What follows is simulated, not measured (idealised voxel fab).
Name of the process module below: voxel wiring stack
Cross-sectional view cut (width: 275 nm; square cell size: 5 nm).
Just so we're on the same page, the cross-sections are grids of square cells, and they're listed out in bands top to bottom, each band one or more rows deep. Heads up on the band format: heights come first, top then bottom, in nm. After that it's the materials left to right, each with its width in nm. A single material flagged "everywhere" fills the whole band edge to edge, and "empty" means there's empty space there. Counting heights begins at 0, where everything beneath is, in the wafer as received, one material. The lowest band has no bottom; it goes on downwards, as "0..down" shows. Quick explanation for "30..40": the width changes in equal steps down the rows of cells, from the first number in the band's top row to the second number in its bottom row. "remained the same" (step): cross-section cells unchanged, all of them. "Trapped cavities" means: voids of 8 cells or more that are shut off from the top with no open way through. Written width x height at distance, distance from the left edge, in nm. Text after the settings on a step's line: the simulator's own remark on that step. Steps that use a mask can have "overlay nm" on their line. It says how far the mask sat to the right of where it was meant to be. Negative means to the left.
[Steps planned for the process]
- 1: RECEIVE: material Si
- 2: CONFORMAL_DEP: material SiO2, thk nm 15
- 3: CONFORMAL_DEP: material SiCN, thk nm 5
- 4: DIRECTIONAL_DEP: material SiO2, thk nm 20
- 5: DIRECTIONAL_DEP: material aC, thk nm 15
- 6: PATTERN: tone open, mask id METAL_1, material resist, width nm 30, pitch nm 45, thk nm 30, overlay nm 0
- 7: DIRECTIONAL_ETCH: etch materials aC, depth nm 15
- 8: STRIP: etch materials resist
- 9: DIRECTIONAL_ETCH: etch materials SiO2, depth nm 20
- 10: DIRECTIONAL_ETCH: etch materials SiCN, depth nm 5
- 11: STRIP: etch materials aC
- 12: CONFORMAL_DEP: material TiN, thk nm 5
- 13: FILL_DEP: material Cu, thk nm 5
- 14: CMP: height nm 40
- 15: CONFORMAL_DEP: material SiCN, thk nm 5
- 16: DIRECTIONAL_DEP: material lowk, thk nm 30
- 17: PATTERN: tone open, mask id METAL_2, material resist, width nm 30, pitch nm 45, thk nm 15, overlay nm 0
- 18: DIRECTIONAL_ETCH: etch materials lowk, depth nm 15
- 19: STRIP: etch materials resist
- 20: PATTERN: tone open, mask id METAL_2_HOLES, material resist, width nm 15, pitch nm 90, thk nm 20, overlay nm 0
- 21: DIRECTIONAL_ETCH: etch materials lowk, depth nm 15
- 22: DIRECTIONAL_ETCH: etch materials SiCN, depth nm 5
- 23: STRIP: etch materials resist
- 24: CONFORMAL_DEP: material TiN, thk nm 5
- 25: FILL_DEP: material Cu, thk nm 5
- 26: CMP: height nm 75
- 27: CONFORMAL_DEP: material SiCN, thk nm 5
- 28: DIRECTIONAL_DEP: material lowk, thk nm 25
- 29: DIRECTIONAL_DEP: material aC, thk nm 15
- 30: PATTERN: tone open, mask id METAL_3, material resist, width nm 30, pitch nm 45, thk nm 30, overlay nm 0
- 31: DIRECTIONAL_ETCH: etch materials aC, depth nm 15
- 32: STRIP: etch materials resist
- 33: DIRECTIONAL_ETCH: etch materials lowk, depth nm 15
- 34: STRIP: etch materials aC
- 35: DIRECTIONAL_DEP: material aC, thk nm 10
- 36: PATTERN: tone open, mask id METAL_3_HOLES, material resist, width nm 15, pitch nm 90, thk nm 25, overlay nm 0
- 37: DIRECTIONAL_ETCH: etch materials aC, depth nm 10
- 38: STRIP: etch materials resist
- 39: DIRECTIONAL_ETCH: etch materials lowk, depth nm 10
- 40: DIRECTIONAL_ETCH: etch materials SiCN, depth nm 5
- 41: STRIP: etch materials aC
- 42: CONFORMAL_DEP: material TiN, thk nm 5
- 43: FILL_DEP: material Cu, thk nm 5
- 44: CMP: height nm 105
- 45: CONFORMAL_DEP: material SiCN, thk nm 5
[Incoming wafer in cross-section (state: after step 1)]
* 0..down = Si everywhere
* Trapped cavities: none
[The first of two wafers, cross-sectioned at the end of the module, with the run proceeding as planned]
* 110..105 = SiCN everywhere
* 105..95 = lowk: 75 | TiN: 5 | Cu: 20 | TiN: 5 | lowk: 15 | TiN: 5 | Cu: 20 | TiN: 5 | lowk: 15 | TiN: 5 | Cu: 20 | TiN: 5 | lowk: 80
* 95..90 = lowk: 75 | TiN: 5 | Cu: 5 | TiN: 20 | lowk: 15 | TiN: 30 | lowk: 15 | TiN: 5 | Cu: 5 | TiN: 20 | lowk: 80
* 90..80 = lowk: 75 | TiN: 5 | Cu: 5 | TiN: 5 | lowk: 75 | TiN: 5 | Cu: 5 | TiN: 5 | lowk: 95
* 80..75 = SiCN: 75 | TiN: 15 | SiCN: 75 | TiN: 15 | SiCN: 95
* 75..65 = lowk: 75 | TiN: 5 | Cu: 20 | TiN: 5 | lowk: 15 | TiN: 5 | Cu: 20 | TiN: 5 | lowk: 15 | TiN: 5 | Cu: 20 | TiN: 5 | lowk: 80
* 65..60 = lowk: 75 | TiN: 5 | Cu: 5 | TiN: 20 | lowk: 15 | TiN: 30 | lowk: 15 | TiN: 5 | Cu: 5 | TiN: 20 | lowk: 80
* 60..45 = lowk: 75 | TiN: 5 | Cu: 5 | TiN: 5 | lowk: 75 | TiN: 5 | Cu: 5 | TiN: 5 | lowk: 95
* 45..40 = SiCN: 75 | TiN: 15 | SiCN: 75 | TiN: 15 | SiCN: 95
* 40..20 = SiO2: 75 | TiN: 5 | Cu: 20 | TiN: 5 | SiO2: 15 | TiN: 5 | Cu: 20 | TiN: 5 | SiO2: 15 | TiN: 5 | Cu: 20 | TiN: 5 | SiO2: 80
* 20..15 = SiCN: 75 | TiN: 30 | SiCN: 15 | TiN: 30 | SiCN: 15 | TiN: 30 | SiCN: 80
* 15..0 = SiO2 everywhere
* 0..down = Si everywhere
* Trapped cavities: none
[Cross-sectional view: second of two wafers, end of module; start and plan identical to the first, one mistake in running]
* 110..105 = SiCN everywhere
* 105..95 = lowk: 75 | TiN: 5 | Cu: 20 | TiN: 5 | lowk: 15 | TiN: 5 | Cu: 20 | TiN: 5 | lowk: 15 | TiN: 5 | Cu: 20 | TiN: 5 | lowk: 80
* 95..90 = lowk: 75 | TiN: 5 | Cu: 5 | TiN: 20 | lowk: 15 | TiN: 30 | lowk: 15 | TiN: 5 | Cu: 5 | TiN: 20 | lowk: 80
* 90..80 = lowk: 75 | TiN: 5 | Cu: 5 | TiN: 5 | lowk: 75 | TiN: 5 | Cu: 5 | TiN: 5 | lowk: 95
* 80..75 = SiCN: 75 | TiN: 15 | SiCN: 75 | TiN: 15 | SiCN: 95
* 75..65 = lowk: 75 | TiN: 5 | Cu: 20 | TiN: 5 | lowk: 15 | TiN: 5 | Cu: 20 | TiN: 5 | lowk: 15 | TiN: 5 | Cu: 20 | TiN: 5 | lowk: 80
* 65..60 = lowk: 75 | TiN: 5 | Cu: 5 | TiN: 20 | lowk: 15 | TiN: 30 | lowk: 15 | TiN: 5 | Cu: 5 | TiN: 20 | lowk: 80
* 60..45 = lowk: 75 | TiN: 5 | Cu: 5 | TiN: 5 | lowk: 75 | TiN: 5 | Cu: 5 | TiN: 5 | lowk: 95
* 45..40 = SiCN: 75 | TiN: 15 | SiCN: 75 | TiN: 15 | SiCN: 95
* 40..35 = SiO2: 75 | TiN: 5 | Cu: 20 | TiN: 5 | SiO2: 15 | TiN: 5 | Cu: 20 | TiN: 5 | SiO2: 15 | TiN: 5 | Cu: 20 | TiN: 5 | SiO2: 80
* 35..30 = SiCN: 75 | TiN: 30 | SiCN: 15 | TiN: 30 | SiCN: 15 | TiN: 30 | SiCN: 80
* 30..0 = SiO2 everywhere
* 0..down = Si everywhere
* Trapped cavities: none
Where did the run depart from the plan? it should be noted that step 2 of the plan was executed twice
Materials where the second wafer ends with more or fewer cells than the first: -36 Cu; +54 SiO2; -18 TiN
